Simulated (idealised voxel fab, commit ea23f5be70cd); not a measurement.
process module | voxel wiring stack
cross-section cut | 230 nm wide | cells 5 nm
A cross-section is a grid of square cells, given in bands from the top down. A band is one or more rows of cells.
Each band's line starts with the height of the band's top and of its bottom, in nm. Then come its materials from left to right, each with its width in nm. One material with "throughout" fills the band from edge to edge. "air" is empty space.
Height 0 is the level under which the wafer as received is all one material. The lowest band goes on downwards, as in "0 down".
A width such as "30 to 40" changes by the same amount from each row of cells to the next, from the band's top row to its bottom row.
"no change" after a step means that no cell of the cross-section changed.
closed voids: empty space of 8 cells or more with no open way to the top, each as width x height at its distance from the left edge, in nm
after a step's settings: what the simulator itself notes on the step
overlay nm, on a step with a mask: how far to the right of its planned place the mask lay; to the left if negative
plan
1 op RECEIVE | material Si
2 op CONFORMAL_DEP | material SiO2 | thk nm 10
3 op DIRECTIONAL_DEP | material TiN | thk nm 5
4 op DIRECTIONAL_DEP | material W | thk nm 25
5 op DIRECTIONAL_DEP | material aC | thk nm 15
6 op PATTERN | tone cover | mask id METAL_1 | material resist | width nm 20 | pitch nm 45 | thk nm 35 | overlay nm 0
7 op DIRECTIONAL_ETCH | etch materials aC | depth nm 15
8 op STRIP | etch materials resist
9 op DIRECTIONAL_ETCH | etch materials W | depth nm 25
10 op DIRECTIONAL_ETCH | etch materials TiN | depth nm 5
11 op STRIP | etch materials aC
12 op CONFORMAL_DEP | material SiCN | thk nm 5
13 op FILL_DEP | material lowk | thk nm 5
14 op CMP | height nm 40
15 op CONFORMAL_DEP | material SiCN | thk nm 5
16 op DIRECTIONAL_DEP | material SiO2 | thk nm 25
17 op MASKED_ETCH | tone open | mask id METAL_2 | width nm 20 | pitch nm 45 | etch materials SiO2 | depth nm 15 | overlay nm 0
18 op PATTERN | tone open | mask id METAL_2_HOLES | material resist | width nm 15 | pitch nm 90 | thk nm 15 | overlay nm 0
19 op DIRECTIONAL_ETCH | etch materials SiO2 | depth nm 10
20 op DIRECTIONAL_ETCH | etch materials SiCN | depth nm 5
21 op STRIP | etch materials resist
22 op CONFORMAL_DEP | material TiN | thk nm 5
23 op FILL_DEP | material Cu | thk nm 5
24 op CMP | height nm 70
25 op CONFORMAL_DEP | material SiCN | thk nm 5
as received, after step 1
  0 down: Si throughout
  closed voids: none
first wafer at the end, as planned
  75 to 70: SiCN throughout
  70 to 60: SiO2 35 | TiN 5 | Cu 10 | TiN 5 | SiO2 25 | TiN 5 | Cu 10 | TiN 5 | SiO2 25 | TiN 5 | Cu 10 | TiN 5 | SiO2 25 | TiN 5 | Cu 10 | TiN 5 | SiO2 40
  60 to 55: SiO2 35 | TiN 5 | Cu 5 | TiN 10 | SiO2 25 | TiN 20 | SiO2 25 | TiN 5 | Cu 5 | TiN 10 | SiO2 25 | TiN 20 | SiO2 40
  55 to 45: SiO2 35 | TiN 5 | Cu 5 | TiN 5 | SiO2 75 | TiN 5 | Cu 5 | TiN 5 | SiO2 90
  45 to 40: SiCN 35 | TiN 15 | SiCN 75 | TiN 15 | SiCN 90
  40 to 15: lowk 30 | SiCN 5 | W 20 | SiCN 5 | lowk 15 | SiCN 5 | W 20 | SiCN 5 | lowk 15 | SiCN 5 | W 20 | SiCN 5 | lowk 15 | SiCN 5 | W 20 | SiCN 5 | lowk 35
  15 to 10: SiCN 35 | TiN 20 | SiCN 25 | TiN 20 | SiCN 25 | TiN 20 | SiCN 25 | TiN 20 | SiCN 40
  10 to 0: SiO2 throughout
  0 down: Si throughout
  closed voids: none
second wafer at the end: like start, like plan, one mistake
  75 to 70: SiCN throughout
  70 to 60: SiO2 35 | TiN 5 | Cu 10 | TiN 5 | SiO2 25 | TiN 5 | Cu 10 | TiN 5 | SiO2 25 | TiN 5 | Cu 10 | TiN 5 | SiO2 25 | TiN 5 | Cu 10 | TiN 5 | SiO2 40
  60 to 55: SiO2 35 | TiN 5 | Cu 5 | TiN 10 | SiO2 25 | TiN 20 | SiO2 25 | TiN 5 | Cu 5 | TiN 10 | SiO2 25 | TiN 20 | SiO2 40
  55 to 45: SiO2 35 | TiN 5 | Cu 5 | TiN 5 | SiO2 75 | TiN 5 | Cu 5 | TiN 5 | SiO2 90
  45 to 40: SiCN 35 | TiN 15 | SiCN 75 | TiN 15 | SiCN 90
  40 to 15: lowk 35 | SiCN 5 | W 15 | SiCN 5 | lowk 20 | SiCN 5 | W 15 | SiCN 5 | lowk 20 | SiCN 5 | W 15 | SiCN 5 | lowk 20 | SiCN 5 | W 15 | SiCN 5 | lowk 35
  15 to 10: SiCN 40 | TiN 15 | SiCN 30 | TiN 15 | SiCN 30 | TiN 15 | SiCN 30 | TiN 15 | SiCN 40
  10 to 0: SiO2 throughout
  0 down: Si throughout
  closed voids: none
what went wrong: step 6 ran as: op PATTERN | tone cover | mask id METAL_1 | material resist | width nm 15 | pitch nm 45 | thk nm 35 | overlay nm 0
at the end the second wafer has, in cells: 4 more of SiCN | 4 fewer of TiN | 20 fewer of W | 20 more of lowk
